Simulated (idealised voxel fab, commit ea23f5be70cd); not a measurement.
Documented hereafter: the process module known as voxel transistor to metal.
cross-section cut | 240 nm wide | cells 5 nm
Notation: cross-section as square-cell grid; stated in bands, top first, going down; one or more cell rows per band.
Each band's line starts with the height of the band's top and of its bottom, in nm. Then come its materials from left to right, each with its width in nm. One material with "full width" fills the band from edge to edge. "empty" is empty space.
Note: height 0 marks the level under which the wafer is uniformly one material as received. Lowest band unbounded below, written "from 0 down".
It should be noted that a width expressed as "30 to 40" varies in equal increments from row to row of cells within the band, taking the value of the first number at the top row and that of the second number at the bottom row.
"remained unchanged" means the step left every cell of the cross-section as it was.
Entry "Closed void register" = empty spaces >= 8 cells with no open way to the top; each as width x height at distance, distance from left edge, all nm.
Formally, on a step line, whatever follows the settings is a remark that the simulator itself makes on the step.
When a step includes a mask, the "overlay nm" setting on its line states how far to the right of its planned place that mask lay, and negative values state how far to the left.

PLAN
1 RECEIVE | material Si
2 CONFORMAL_DEP | material SiO2 | thk nm 5
3 CONFORMAL_DEP | material SiN | thk nm 15
4 PATTERN | tone cover | mask id ACTIVE | material resist | width nm 95 | pitch nm 115 | thk nm 15 | overlay nm 0
5 DIRECTIONAL_ETCH | etch materials SiN | depth nm 15
6 DIRECTIONAL_ETCH | etch materials SiO2 | depth nm 5
7 DIRECTIONAL_ETCH | etch materials Si | depth nm 35
8 STRIP | etch materials resist
9 OXIDIZE | depth nm 5
10 FILL_DEP | material SiO2 | thk nm 5
11 CMP | height nm 20
12 SELECTIVE_ETCH | etch materials SiO2 | depth nm 10
13 STRIP | etch materials SiN
14 SELECTIVE_ETCH | etch materials SiO2 | depth nm 5
15 OXIDIZE | depth nm 5
16 DIRECTIONAL_DEP | material polySi | thk nm 20
17 DIRECTIONAL_DEP | material SiCN | thk nm 15
18 DIRECTIONAL_DEP | material aC | thk nm 15
19 PATTERN | tone cover | mask id GATE | material resist | width nm 15 | pitch nm 115 | thk nm 30 | overlay nm 0
20 DIRECTIONAL_ETCH | etch materials aC | depth nm 15
21 STRIP | etch materials resist
22 DIRECTIONAL_ETCH | etch materials SiCN | depth nm 25
23 DIRECTIONAL_ETCH | etch materials polySi | depth nm 30
24 STRIP | etch materials aC
25 CONFORMAL_DEP | material SiN | thk nm 10
26 DIRECTIONAL_ETCH | etch materials SiN | depth nm 10
27 DIRECTIONAL_ETCH | etch materials SiO2 | depth nm 5
28 DIRECTIONAL_ETCH | etch materials Si | depth nm 10
29 EPI | material pSi | thk nm 10
30 FILL_DEP | material SiO2 | thk nm 10
31 CMP | height nm 35
32 DIRECTIONAL_DEP | material SiO2 | thk nm 10
33 PATTERN | tone open | mask id CONTACT | material resist | width nm 30 | thk nm 15 | overlay nm 0
34 DIRECTIONAL_ETCH | etch materials SiO2 | depth nm 50
35 STRIP | etch materials resist
36 CONFORMAL_DEP | material TiN | thk nm 5
37 FILL_DEP | material Ru | thk nm 5
38 CMP | height nm 45
39 DIRECTIONAL_DEP | material TiN | thk nm 5
40 DIRECTIONAL_DEP | material W | thk nm 15
41 MASKED_ETCH | tone cover | mask id METAL_1 | width nm 15 | etch materials W | depth nm 15 | overlay nm 0
42 MASKED_ETCH | tone cover | mask id METAL_1 | width nm 15 | etch materials TiN | depth nm 5 | overlay nm 0
43 FILL_DEP | material SiO2 | thk nm 5
44 CMP | height nm 65
45 CONFORMAL_DEP | material SiN | thk nm 5

CROSS-SECTION OF THE WAFER AS IT CAME TO US, I.E., ALREADY THROUGH STEP 1
	from 0 down = Si full width
	Closed void register: none

WAFER CROSS-SECTION AT MODULE END: FIRST OF TWO, RUN TO PLAN
	from 70 to 65 = SiN full width
	from 65 to 50 = 20 SiO2, then 15 W, then 55 SiO2, then 15 W, then 30 SiO2, then 15 W, then 55 SiO2, then 15 W, then 20 SiO2
	from 50 to 45 = 20 SiO2, then 15 TiN, then 55 SiO2, then 15 TiN, then 30 SiO2, then 15 TiN, then 55 SiO2, then 15 TiN, then 20 SiO2
	from 45 to 35 = 20 SiO2, then 5 TiN, then 20 to 15 Ru, then 5 to 10 TiN, then 25 SiO2, then 5 to 10 TiN, then 20 to 15 Ru, then 5 TiN, then 30 SiO2, then 5 TiN, then 20 to 15 Ru, then 5 to 10 TiN, then 25 SiO2, then 5 to 10 TiN, then 20 to 15 Ru, then 5 TiN, then 20 SiO2
	from 35 to 20 = 20 SiO2, then 5 TiN, then 15 Ru, then 5 TiN, then 10 SiN, then 15 SiCN, then 10 SiN, then 5 TiN, then 15 Ru, then 5 TiN, then 30 SiO2, then 5 TiN, then 15 Ru, then 5 TiN, then 10 SiN, then 15 SiCN, then 10 SiN, then 5 TiN, then 15 Ru, then 5 TiN, then 20 SiO2
	from 20 to 10 = 20 SiO2, then 5 TiN, then 15 Ru, then 5 TiN, then 10 SiN, then 15 polySi, then 10 SiN, then 5 TiN, then 15 Ru, then 5 TiN, then 30 SiO2, then 5 TiN, then 15 Ru, then 5 TiN, then 10 SiN, then 15 polySi, then 10 SiN, then 5 TiN, then 15 Ru, then 5 TiN, then 20 SiO2
	from 10 to 5 = 20 SiO2, then 5 TiN, then 5 Ru, then 15 TiN, then 10 SiN, then 15 polySi, then 10 SiN, then 15 TiN, then 5 Ru, then 5 TiN, then 30 SiO2, then 5 TiN, then 5 Ru, then 15 TiN, then 10 SiN, then 15 polySi, then 10 SiN, then 15 TiN, then 5 Ru, then 5 TiN, then 20 SiO2
	from 5 to 0 = 10 SiO2, then 10 SiN, then 5 TiN, then 5 Ru, then 5 TiN, then 10 pSi, then 10 SiN, then 15 polySi, then 10 SiN, then 10 pSi, then 5 TiN, then 5 Ru, then 5 TiN, then 10 SiN, then 10 SiO2, then 10 SiN, then 5 TiN, then 5 Ru, then 5 TiN, then 10 pSi, then 10 SiN, then 15 polySi, then 10 SiN, then 10 pSi, then 5 TiN, then 5 Ru, then 5 TiN, then 10 SiN, then 10 SiO2
	from 0 to -5 = 20 SiO2, then 15 TiN, then 10 pSi, then 35 SiO2, then 10 pSi, then 15 TiN, then 30 SiO2, then 15 TiN, then 10 pSi, then 35 SiO2, then 10 pSi, then 15 TiN, then 20 SiO2
	from -5 to -15 = 20 SiO2, then 25 pSi, then 35 Si, then 25 pSi, then 30 SiO2, then 25 pSi, then 35 Si, then 25 pSi, then 20 SiO2
	from -15 to -40 = 20 SiO2, then 85 Si, then 30 SiO2, then 85 Si, then 20 SiO2
	from -40 down = Si full width
	Closed void register: none

END-OF-MODULE CROSS-SECTION OF THE SECOND WAFER: IDENTICAL STARTING POINT AND PROCESS PLAN TO THE FIRST, WITH ONE PROCESSING MISTAKE
	from 70 to 65 = polySi full width
	from 65 to 50 = 20 SiO2, then 15 W, then 55 SiO2, then 15 W, then 30 SiO2, then 15 W, then 55 SiO2, then 15 W, then 20 SiO2
	from 50 to 45 = 20 SiO2, then 15 TiN, then 55 SiO2, then 15 TiN, then 30 SiO2, then 15 TiN, then 55 SiO2, then 15 TiN, then 20 SiO2
	from 45 to 35 = 20 SiO2, then 5 TiN, then 20 to 15 Ru, then 5 to 10 TiN, then 25 SiO2, then 5 to 10 TiN, then 20 to 15 Ru, then 5 TiN, then 30 SiO2, then 5 TiN, then 20 to 15 Ru, then 5 to 10 TiN, then 25 SiO2, then 5 to 10 TiN, then 20 to 15 Ru, then 5 TiN, then 20 SiO2
	from 35 to 20 = 20 SiO2, then 5 TiN, then 15 Ru, then 5 TiN, then 10 SiN, then 15 SiCN, then 10 SiN, then 5 TiN, then 15 Ru, then 5 TiN, then 30 SiO2, then 5 TiN, then 15 Ru, then 5 TiN, then 10 SiN, then 15 SiCN, then 10 SiN, then 5 TiN, then 15 Ru, then 5 TiN, then 20 SiO2
	from 20 to 10 = 20 SiO2, then 5 TiN, then 15 Ru, then 5 TiN, then 10 SiN, then 15 polySi, then 10 SiN, then 5 TiN, then 15 Ru, then 5 TiN, then 30 SiO2, then 5 TiN, then 15 Ru, then 5 TiN, then 10 SiN, then 15 polySi, then 10 SiN, then 5 TiN, then 15 Ru, then 5 TiN, then 20 SiO2
	from 10 to 5 = 20 SiO2, then 5 TiN, then 5 Ru, then 15 TiN, then 10 SiN, then 15 polySi, then 10 SiN, then 15 TiN, then 5 Ru, then 5 TiN, then 30 SiO2, then 5 TiN, then 5 Ru, then 15 TiN, then 10 SiN, then 15 polySi, then 10 SiN, then 15 TiN, then 5 Ru, then 5 TiN, then 20 SiO2
	from 5 to 0 = 10 SiO2, then 10 SiN, then 5 TiN, then 5 Ru, then 5 TiN, then 10 pSi, then 10 SiN, then 15 polySi, then 10 SiN, then 10 pSi, then 5 TiN, then 5 Ru, then 5 TiN, then 10 SiN, then 10 SiO2, then 10 SiN, then 5 TiN, then 5 Ru, then 5 TiN, then 10 pSi, then 10 SiN, then 15 polySi, then 10 SiN, then 10 pSi, then 5 TiN, then 5 Ru, then 5 TiN, then 10 SiN, then 10 SiO2
	from 0 to -5 = 20 SiO2, then 15 TiN, then 10 pSi, then 35 SiO2, then 10 pSi, then 15 TiN, then 30 SiO2, then 15 TiN, then 10 pSi, then 35 SiO2, then 10 pSi, then 15 TiN, then 20 SiO2
	from -5 to -15 = 20 SiO2, then 25 pSi, then 35 Si, then 25 pSi, then 30 SiO2, then 25 pSi, then 35 Si, then 25 pSi, then 20 SiO2
	from -15 to -40 = 20 SiO2, then 85 Si, then 30 SiO2, then 85 Si, then 20 SiO2
	from -40 down = Si full width
	Closed void register: none
Diagnosis: step 45 deviated from plan and actually ran as CONFORMAL_DEP | material polySi | thk nm 5
FYI, end of process, the second wafer has more or fewer cells of some materials than the first: -48 SiN, +48 polySi
